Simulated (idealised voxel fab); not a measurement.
Process module heading - voxel wiring stack
We display cut, a cross-section 190 nm in width whose square cells are each 5 nm.
Bands, listed from the top down, are how a cross-section gets written in this document; the cross-section itself is a grid of square cells, and a band is one or more rows of them. This entry defines a band. It first specifies the height of the band's top and the height of its bottom in nm, and then specifies the band's materials from left to right, stating each material with its width in nm. The word "throughout" identifies a single material that fills the band from edge to edge, while the word "air" identifies empty space. Heads up on the height convention: 0 is the point under which the incoming wafer is all one material, and the lowest band has no bottom, it just keeps going down, like "from 0 down". Top row gets the first number, bottom row gets the second, and each row in between changes by the same step: that is how a band width like "30..40" works. "nothing different" (step): cross-section cells unchanged, all of them. Any empty space of 8 cells or more lacking an open way to the top shows up in "Sealed void listing" as width x height at distance, distance from the left edge, in nm. Anything after a step's settings on that line? It's the simulator's own note about the step. overlay nm: step with mask; distance mask lay right of planned place; negative value = left of planned place.
### Process steps foreseen in the plan
| 1 | RECEIVE with material Si |
| 2 | CONFORMAL_DEP with material SiO2, thk nm 10 |
| 3 | CONFORMAL_DEP with material SiCN, thk nm 5 |
| 4 | DIRECTIONAL_DEP with material lowk, thk nm 20 |
| 5 | MASKED_ETCH with tone open, mask id METAL_1, width nm 25, pitch nm 40, etch materials lowk, depth nm 20, overlay nm 0 |
| 6 | MASKED_ETCH with tone open, mask id METAL_1, width nm 25, pitch nm 40, etch materials SiCN, depth nm 5, overlay nm 0 |
| 7 | CONFORMAL_DEP with material TiN, thk nm 5 |
| 8 | FILL_DEP with material W, thk nm 10 |
| 9 | CMP with height nm 35 |
| 10 | CONFORMAL_DEP with material SiCN, thk nm 5 |
| 11 | DIRECTIONAL_DEP with material lowk, thk nm 10 |
| 12 | PATTERN with tone open, mask id PLUG_1, material resist, width nm 15, pitch nm 40, thk nm 20, overlay nm 0 |
| 13 | DIRECTIONAL_ETCH with etch materials lowk, depth nm 10 |
| 14 | DIRECTIONAL_ETCH with etch materials SiCN, depth nm 5 |
| 15 | STRIP with etch materials resist |
| 16 | EPI with material Ru, thk nm 10 |
| 17 | EPI with material Ru, thk nm 5 |
| 18 | CONFORMAL_DEP with material SiCN, thk nm 5 |
| 19 | DIRECTIONAL_DEP with material lowk, thk nm 15 |
| 20 | DIRECTIONAL_DEP with material aC, thk nm 10 |
| 21 | PATTERN with tone open, mask id METAL_2, material resist, width nm 25, pitch nm 40, thk nm 25, overlay nm 0 |
| 22 | DIRECTIONAL_ETCH with etch materials aC, depth nm 10 |
| 23 | STRIP with etch materials resist |
| 24 | DIRECTIONAL_ETCH with etch materials lowk, depth nm 15 |
| 25 | DIRECTIONAL_ETCH with etch materials SiCN, depth nm 5 |
| 26 | STRIP with etch materials aC |
| 27 | CONFORMAL_DEP with material TiN, thk nm 5 |
| 28 | FILL_DEP with material Ru, thk nm 10 |
| 29 | CMP with height nm 70 |
| 30 | EPI with material Ru, thk nm 5 |
| 31 | FILL_DEP with material SiCN, thk nm 5 |
| 32 | DIRECTIONAL_DEP with material lowk, thk nm 30 |
| 33 | MASKED_ETCH with tone open, mask id METAL_3, width nm 25, pitch nm 40, etch materials lowk, depth nm 20, overlay nm 0 |
| 34 | DIRECTIONAL_DEP with material aC, thk nm 15 |
| 35 | PATTERN with tone open, mask id METAL_3_HOLES, material resist, width nm 15, thk nm 35, overlay nm 0 |
| 36 | DIRECTIONAL_ETCH with etch materials aC, depth nm 15 |
| 37 | STRIP with etch materials resist |
| 38 | DIRECTIONAL_ETCH with etch materials lowk, depth nm 10 |
| 39 | DIRECTIONAL_ETCH with etch materials SiCN, depth nm 5 |
| 40 | STRIP with etch materials aC |
| 41 | CONFORMAL_DEP with material TiN, thk nm 5 |
| 42 | FILL_DEP with material Ru, thk nm 5 |
| 43 | CMP with height nm 110 |
| 44 | CONFORMAL_DEP with material SiN, thk nm 5 |
### Wafer as received: cross-section following step 1
from 0 down: Si throughout
Sealed void listing: none
### Post-module cross-section of the first of two wafers (run per plan)
from 115 to 110: SiN throughout
from 110 to 95: lowk 60, TiN 5, Ru 15, TiN 5, lowk 15, TiN 5, Ru 15, TiN 5, lowk 65
from 95 to 90: lowk 60, TiN 5, Ru 5, TiN 15, lowk 15, TiN 25, lowk 65
from 90 to 80: lowk 60, TiN 5, Ru 5, TiN 5, lowk 115
from 80 to 75: SiCN 60, TiN 15, SiCN 115
from 75 to 70: SiCN 55, Ru 35, SiCN 5, Ru 35, SiCN 60
from 70 to 55: lowk 60, TiN 5, Ru 15, TiN 5, lowk 15, TiN 5, Ru 15, TiN 5, lowk 65
from 55 to 50: SiCN 60, TiN 25, SiCN 15, TiN 25, SiCN 65
from 50 to 40: lowk 60, Ru 15, lowk 25, Ru 15, lowk 75
from 40 to 35: SiCN 60, Ru 15, SiCN 25, Ru 15, SiCN 75
from 35 to 15: lowk 60, TiN 5, W 15, TiN 5, lowk 15, TiN 5, W 15, TiN 5, lowk 65
from 15 to 10: SiCN 60, TiN 25, SiCN 15, TiN 25, SiCN 65
from 10 to 0: SiO2 throughout
from 0 down: Si throughout
Sealed void listing: none
### Here is the second of the two wafers cut open at the end of the module - same start, same plan as the first one, but we made one mistake running it
from 115 to 110: SiN throughout
from 110 to 95: lowk 60, TiN 5, Ru 15, TiN 5, lowk 15, TiN 5, Ru 15, TiN 5, lowk 65
from 95 to 90: lowk 60, TiN 5, Ru 5, TiN 15, lowk 15, TiN 25, lowk 65
from 90 to 80: lowk 60, TiN 5, Ru 5, TiN 5, lowk 115
from 80 to 75: SiCN 60, TiN 15, SiCN 115
from 75 to 70: SiCN 55, Ru 35, SiCN 5, Ru 35, SiCN 60
from 70 to 55: lowk 60, TiN 5, Ru 15, TiN 5, lowk 15, TiN 5, Ru 15, TiN 5, lowk 65
from 55 to 50: SiCN 60, TiN 25, SiCN 15, TiN 25, SiCN 65
from 50 to 40: lowk 60, Ru 15, lowk 25, Ru 15, lowk 75
from 40 to 35: SiCN 60, Ru 15, SiCN 25, Ru 15, SiCN 75
from 35 to 30: W throughout
from 30 to 25: TiN 65, W 15, TiN 25, W 15, TiN 70
from 25 to 5: lowk 60, TiN 5, W 15, TiN 5, lowk 15, TiN 5, W 15, TiN 5, lowk 65
from 5 to 0: SiCN 60, TiN 25, SiCN 15, TiN 25, SiCN 65
from 0 down: Si throughout
Sealed void listing: none
In executing the process, a mistake was made relative to the plan: step 2 of the plan was omitted and not executed
Looking at both finished wafers in cells, the second ends up ahead of or behind the first on some materials: 76 fewer of SiO2; 32 more of TiN; 44 more of W
